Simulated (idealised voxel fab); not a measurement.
process module | voxel fin reveal
cross-section cut | 200 nm wide | cells 5 nm
A cross-section is a grid of square cells, given in bands from the top down. A band is one or more rows of cells.
Each band's line starts with the height of the band's top and of its bottom, in nm. Then come its materials from left to right, each with its width in nm. One material with "throughout" fills the band from edge to edge. "air" is empty space.
Height 0 is the level under which the wafer as received is all one material. The lowest band goes on downwards, as in "0 down".
A width such as "30 to 40" changes by the same amount from each row of cells to the next, from the band's top row to its bottom row.
"no change" after a step means that no cell of the cross-section changed.
closed voids: empty space of 8 cells or more with no open way to the top, each as width x height at its distance from the left edge, in nm
after a step's settings: what the simulator itself notes on the step
overlay nm, on a step with a mask: how far to the right of its planned place the mask lay; to the left if negative
plan
1 op RECEIVE | material Si
2 op CONFORMAL_DEP | material SiN | thk nm 10
3 op MASKED_ETCH | tone cover | mask id FINS | width nm 15 | pitch nm 45 | etch materials SiN | depth nm 10 | overlay nm 0
4 op MASKED_ETCH | tone cover | mask id FINS | width nm 15 | pitch nm 45 | etch materials Si | depth nm 40 | overlay nm -15
5 op OXIDIZE | depth nm 5
6 op FILL_DEP | material SiO2 | thk nm 10
7 op CMP | height nm 10
8 op SELECTIVE_ETCH | etch materials SiO2 | depth nm 40
9 op STRIP | etch materials SiN
varied across the wafers: overlay nm of step 4. The plan shows the first wafer's value. All wafers start alike
first wafer as received, after step 1
  0 down: Si throughout
  closed voids: none
first wafer at the end, after step 9
  0 to -5: air 75 | Si 5 | air 40 | Si 5 | air 75
  -5 to -30: air 60 | Si 20 | air 25 | Si 20 | air 75
  -30 to -45: SiO2 60 | Si 20 | SiO2 25 | Si 20 | SiO2 75
  -45 down: Si throughout
  closed voids: none
last wafer at the end
  0 to -5: air 75 | Si 5 | air 40 | Si 5 | air 75
  -5 to -30: air 75 | Si 20 | air 25 | Si 20 | air 60
  -30 to -45: SiO2 75 | Si 20 | SiO2 25 | Si 20 | SiO2 60
  -45 down: Si throughout
  closed voids: none
each wafer at the end: cells of each material gained (+) or lost (-) since it was received, then its closed voids
overlay nm -15 | -294 Si | +96 SiO2 | closed voids: none
overlay nm -10 | -310 Si | +102 SiO2 | closed voids: none
overlay nm -5 | -326 Si | +108 SiO2 | closed voids: none
overlay nm 0 | -342 Si | +114 SiO2 | closed voids: none
overlay nm 5 | -326 Si | +108 SiO2 | closed voids: none
overlay nm 10 | -310 Si | +102 SiO2 | closed voids: none
overlay nm 15 | -294 Si | +96 SiO2 | closed voids: none
